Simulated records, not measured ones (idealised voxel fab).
The document below concerns the process module designated voxel transistor to metal.
The cross-section shown here is cut; it is 205 nm wide and divided into square cells measuring 5 nm on a side.
We lay out every cross-section as a grid of square cells and spell it out in bands from the top down, where one band means one or more rows of cells. Quick guide to a band line: top height, bottom height (nm) up front; then every material left to right with its width in nm. Only one material and it's marked "full width"? Then it fills the band edge to edge. And "air" just means empty space. For the purposes of this specification, 0 denotes the height below which the wafer in its as-received condition is composed wholly of one material, and the lowermost band, lacking a lower limit, extends downward without end, as expressed in "0..down". Width spec "30->40" -> top row of cells at first value, bottom row at second value, equal per-row change in between. No cell of the cross-section changed in a step that is given as "no change". What "Enclosed void list" gives you is every empty space of 8 cells or more that is cut off from the top. Each appears as width x height at distance, with the distance taken from the left edge and width, height and distance all in nm. Post-settings text on a step line: simulator's own remark regarding the step. overlay nm: mask right of planned place by this much (step with mask). Neg. = left.
Planned process steps:
- 1: RECEIVE,material Si
- 2: CONFORMAL_DEP,material SiO2,thk nm 5
- 3: CONFORMAL_DEP,material SiN,thk nm 10
- 4: DIRECTIONAL_DEP,material aC,thk nm 10
- 5: PATTERN,tone cover,mask id ACTIVE,material resist,width nm 120,thk nm 30,overlay nm 0
- 6: DIRECTIONAL_ETCH,etch materials aC,depth nm 10
- 7: STRIP,etch materials resist
- 8: DIRECTIONAL_ETCH,etch materials SiN,depth nm 10
- 9: DIRECTIONAL_ETCH,etch materials SiO2,depth nm 5
- 10: DIRECTIONAL_ETCH,etch materials Si,depth nm 30
- 11: STRIP,etch materials aC
- 12: FILL_DEP,material SiO2,thk nm 10
- 13: CMP,height nm 15
- 14: SELECTIVE_ETCH,etch materials SiO2,depth nm 5
- 15: STRIP,etch materials SiN
- 16: SELECTIVE_ETCH,etch materials SiO2,depth nm 5
- 17: OXIDIZE,depth nm 5
- 18: DIRECTIONAL_DEP,material polySi,thk nm 30
- 19: DIRECTIONAL_DEP,material SiCN,thk nm 15
- 20: MASKED_ETCH,tone cover,mask id GATE,width nm 20,etch materials SiCN,depth nm 25,overlay nm 0
- 21: MASKED_ETCH,tone cover,mask id GATE,width nm 20,etch materials polySi,depth nm 40,overlay nm 0
- 22: CONFORMAL_DEP,material SiN,thk nm 5
- 23: DIRECTIONAL_ETCH,etch materials SiN,depth nm 5
- 24: DIRECTIONAL_ETCH,etch materials SiO2,depth nm 5
- 25: DIRECTIONAL_ETCH,etch materials Si,depth nm 5
- 26: EPI,material SiGe,thk nm 10
- 27: FILL_DEP,material SiO2,thk nm 5
- 28: CMP,height nm 45
- 29: DIRECTIONAL_DEP,material SiO2,thk nm 10
- 30: PATTERN,tone open,mask id CONTACT,material resist,width nm 20,pitch nm 80,thk nm 20,overlay nm 0
- 31: DIRECTIONAL_ETCH,etch materials SiO2,depth nm 55
- 32: STRIP,etch materials resist
- 33: CONFORMAL_DEP,material TiN,thk nm 5
- 34: FILL_DEP,material W,thk nm 10
- 35: CMP,height nm 55
- 36: DIRECTIONAL_DEP,material TiN,thk nm 5
- 37: DIRECTIONAL_DEP,material W,thk nm 15
- 38: DIRECTIONAL_DEP,material aC,thk nm 10
- 39: PATTERN,tone cover,mask id METAL_1,material resist,width nm 20,pitch nm 80,thk nm 30,overlay nm 0
- 40: DIRECTIONAL_ETCH,etch materials aC,depth nm 10
- 41: STRIP,etch materials resist
- 42: DIRECTIONAL_ETCH,etch materials W,depth nm 15
- 43: DIRECTIONAL_ETCH,etch materials TiN,depth nm 5
- 44: STRIP,etch materials aC
- 45: CONFORMAL_DEP,material SiN,thk nm 5
- 46: FILL_DEP,material SiO2,thk nm 10
- 47: CMP,height nm 75
- 48: CONFORMAL_DEP,material SiCN,thk nm 5
- 49: DIRECTIONAL_DEP,material SiO2,thk nm 30
- 50: MASKED_ETCH,tone open,mask id METAL_2_HOLES,width nm 15,pitch nm 80,etch materials SiO2,depth nm 30,overlay nm 0
- 51: PATTERN,tone open,mask id METAL_2,material resist,width nm 15,pitch nm 80,thk nm 15,overlay nm 0
- 52: DIRECTIONAL_ETCH,etch materials SiO2,depth nm 20
- 53: DIRECTIONAL_ETCH,etch materials SiCN,depth nm 5
- 54: STRIP,etch materials resist
- 55: CONFORMAL_DEP,material TiN,thk nm 5
- 56: FILL_DEP,material Cu,thk nm 5
- 57: CMP,height nm 110
- 58: CONFORMAL_DEP,material SiCN,thk nm 5
Variable across wafers: step 51 width nm (plan value is that of the first wafer; starting state common to all).
Cross-section, first of several wafers, as delivered after step 1:
> 0..down | Si full width
> Enclosed void list: none
Cross-section after step 58, the final step of the module, for the first of several wafers:
> 115..110 | SiCN full width
> 110..95 | SiO2 (50) | TiN (5) | Cu (10) | TiN (5) | SiO2 (60) | TiN (5) | Cu (10) | TiN (5) | SiO2 (55)
> 95..85 | SiO2 (50) | TiN (5) | Cu (5) | TiN (10->5) | SiO2 (60->65) | TiN (5) | Cu (5) | TiN (10->5) | SiO2 (55->60)
> 85..80 | SiO2 (50) | TiN (15) | SiO2 (65) | TiN (15) | SiO2 (60)
> 80..75 | SiCN (55) | TiN (10) | SiCN (70) | TiN (10) | SiCN (60)
> 75..60 | SiO2 (45) | SiN (5) | W (20) | SiN (5) | SiO2 (50) | SiN (5) | W (20) | SiN (5) | SiO2 (50)
> 60..55 | SiN (50) | TiN (20) | SiN (60) | TiN (20) | SiN (55)
> 55..45 | SiO2 (50) | TiN (5) | W (10) | TiN (5) | SiO2 (60) | TiN (5) | W (10) | TiN (5) | SiO2 (55)
> 45..30 | SiO2 (50) | TiN (5) | W (10) | TiN (5) | SiO2 (15) | SiN (5) | SiCN (20) | SiN (5) | SiO2 (15) | TiN (5) | W (10) | TiN (5) | SiO2 (55)
> 30..5 | SiO2 (50) | TiN (5) | W (10) | TiN (5) | SiO2 (15) | SiN (5) | polySi (20) | SiN (5) | SiO2 (15) | TiN (5) | W (10) | TiN (5) | SiO2 (55)
> 5..0 | SiO2 (35) | SiN (5) | SiO2 (10) | TiN (20) | SiO2 (5) | SiGe (10) | SiN (5) | polySi (20) | SiN (5) | SiGe (10) | SiO2 (5) | TiN (20) | SiO2 (10) | SiN (5) | SiO2 (40)
> 0..-5 | SiO2 (40) | SiGe (45) | SiO2 (30) | SiGe (45) | SiO2 (45)
> -5..-10 | SiO2 (40) | SiGe (45) | Si (30) | SiGe (45) | SiO2 (45)
> -10..-30 | SiO2 (40) | Si (120) | SiO2 (45)
> -30..down | Si full width
> Enclosed void list: none
Final wafer of several, shown in cross-section at the end of the module:
> 115..110 | SiCN full width
> 110..95 | SiO2 (45) | TiN (5) | Cu (25) | TiN (5) | SiO2 (45) | TiN (5) | Cu (25) | TiN (5) | SiO2 (45)
> 95..90 | SiO2 (45) | TiN (10) | Cu (5) | TiN (20) | SiO2 (45) | TiN (10) | Cu (5) | TiN (20) | SiO2 (45)
> 90..80 | SiO2 (50) | TiN (5) | Cu (5) | TiN (5) | SiO2 (65) | TiN (5) | Cu (5) | TiN (5) | SiO2 (60)
> 80..75 | SiCN (50) | TiN (15) | SiCN (65) | TiN (15) | SiCN (60)
> 75..60 | SiO2 (45) | SiN (5) | W (20) | SiN (5) | SiO2 (50) | SiN (5) | W (20) | SiN (5) | SiO2 (50)
> 60..55 | SiN (50) | TiN (20) | SiN (60) | TiN (20) | SiN (55)
> 55..45 | SiO2 (50) | TiN (5) | W (10) | TiN (5) | SiO2 (60) | TiN (5) | W (10) | TiN (5) | SiO2 (55)
> 45..30 | SiO2 (50) | TiN (5) | W (10) | TiN (5) | SiO2 (15) | SiN (5) | SiCN (20) | SiN (5) | SiO2 (15) | TiN (5) | W (10) | TiN (5) | SiO2 (55)
> 30..5 | SiO2 (50) | TiN (5) | W (10) | TiN (5) | SiO2 (15) | SiN (5) | polySi (20) | SiN (5) | SiO2 (15) | TiN (5) | W (10) | TiN (5) | SiO2 (55)
> 5..0 | SiO2 (35) | SiN (5) | SiO2 (10) | TiN (20) | SiO2 (5) | SiGe (10) | SiN (5) | polySi (20) | SiN (5) | SiGe (10) | SiO2 (5) | TiN (20) | SiO2 (10) | SiN (5) | SiO2 (40)
> 0..-5 | SiO2 (40) | SiGe (45) | SiO2 (30) | SiGe (45) | SiO2 (45)
> -5..-10 | SiO2 (40) | SiGe (45) | Si (30) | SiGe (45) | SiO2 (45)
> -10..-30 | SiO2 (40) | Si (120) | SiO2 (45)
> -30..down | Si full width
> Enclosed void list: none
For your reference, the table is organized with a row per wafer; each row reflects the wafer at the end of the module, indicating for each material the cells gained (+) or lost (-) since receipt, and thereafter its closed voids:
width nm 15; +16 Cu; -144 Si; +90 SiCN; +40 SiGe; +65 SiN; +700 SiO2; +88 TiN; +64 W; +24 polySi; Enclosed void list: none
width nm 20; +18 Cu; -144 Si; +88 SiCN; +40 SiGe; +65 SiN; +700 SiO2; +88 TiN; +64 W; +24 polySi; Enclosed void list: none
width nm 25; +24 Cu; -144 Si; +88 SiCN; +40 SiGe; +65 SiN; +692 SiO2; +90 TiN; +64 W; +24 polySi; Enclosed void list: none
width nm 30; +30 Cu; -144 Si; +88 SiCN; +40 SiGe; +65 SiN; +684 SiO2; +92 TiN; +64 W; +24 polySi; Enclosed void list: none
width nm 35; +36 Cu; -144 Si; +88 SiCN; +40 SiGe; +65 SiN; +676 SiO2; +94 TiN; +64 W; +24 polySi; Enclosed void list: none
